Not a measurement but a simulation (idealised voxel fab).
The name of this process module is voxel gate over fins.
Each square cell in cross-section cut measures 5 nm, and the section as a whole is 205 nm wide.
A cross-section is written here as square cells arranged in a grid, and it is given in bands from the top down, each band taking up one or more rows of cells.
Band: top and bottom heights (nm) first, top before bottom; then materials from left to right, widths in nm. "everywhere" marks a sole material filling the band edge to edge. "air" denotes empty space.
Convention: height 0 is the level below which the wafer, as received, is all one material. The lowest band does not terminate at the bottom but continues downward, represented as "z 0 and below".
When a width is written as two numbers, as in "30 to 40", the first number is the width in the top row of cells of the band and the second is the width in its bottom row, and the width changes by the same amount from each row to the next.
It should be understood that the words "nothing was modified", when stated for a given step, signify that the cross-section underwent no change in any of its cells during that step.
"Closed void register" enumerates empty spaces isolated from the top, with no open way to it, that contain at least 8 cells, giving each as width x height at distance from the left edge, all three in nm.
Past the settings on a step's line: simulator remark, on that step.
overlay nm: on a step with a mask, how far right of its planned place the mask lay; negative means left.
The process steps that were planned are listed below:
1) op RECEIVE | material Si
2) op CONFORMAL_DEP | material SiN | thk nm 5
3) op DIRECTIONAL_DEP | material aC | thk nm 15
4) op PATTERN | tone cover | mask id FINS | material resist | width nm 15 | pitch nm 40 | thk nm 30 | overlay nm 0
5) op DIRECTIONAL_ETCH | etch materials aC | depth nm 15
6) op STRIP | etch materials resist
7) op DIRECTIONAL_ETCH | etch materials SiN | depth nm 5
8) op DIRECTIONAL_ETCH | etch materials Si | depth nm 30
9) op STRIP | etch materials aC
10) op FILL_DEP | material SiO2 | thk nm 10
11) op CMP | height nm 5
12) op SELECTIVE_ETCH | etch materials SiO2 | depth nm 20
13) op STRIP | etch materials SiN
14) op CONFORMAL_DEP | material HfO2 | thk nm 5
15) op CONFORMAL_DEP | material TiN | thk nm 5
16) op CONFORMAL_DEP | material TiAl | thk nm 5
17) op CONFORMAL_DEP | material TiN | thk nm 5
18) op FILL_DEP | material W | thk nm 10
19) op CMP | height nm 25
20) op CONFORMAL_DEP | material SiCN | thk nm 5
Wafer as received: cross-section following step 1:
* z 0 and below: Si everywhere
* Closed void register: none
Starting structure and process plan are as shown above, but one mistake was made in running the module; the wafer cross-section at the end of the module follows:
* z 30 to 25: SiCN everywhere
* z 25 to 20: W everywhere
* z 20 to 5: 15 of W; 175 of TiN; 15 of W
* z 5 to 0: 30 of TiN; 25 of HfO2; 15 of TiN; 25 of HfO2; 15 of TiN; 25 of HfO2; 15 of TiN; 25 of HfO2; 30 of TiN
* z 0 to -10: 30 of TiN; 5 of HfO2; 15 of Si; 5 of HfO2; 15 of TiN; 5 of HfO2; 15 of Si; 5 of HfO2; 15 of TiN; 5 of HfO2; 15 of Si; 5 of HfO2; 15 of TiN; 5 of HfO2; 15 of Si; 5 of HfO2; 30 of TiN
* z -10 to -15: 35 of HfO2; 15 of Si; 25 of HfO2; 15 of Si; 25 of HfO2; 15 of Si; 25 of HfO2; 15 of Si; 35 of HfO2
* z -15 to -30: 35 of SiO2; 15 of Si; 25 of SiO2; 15 of Si; 25 of SiO2; 15 of Si; 25 of SiO2; 15 of Si; 35 of SiO2
* z -30 and below: Si everywhere
* Closed void register: none
Run error: step 16 did not happen as planned, as run it was op CONFORMAL_DEP | material TiN | thk nm 5
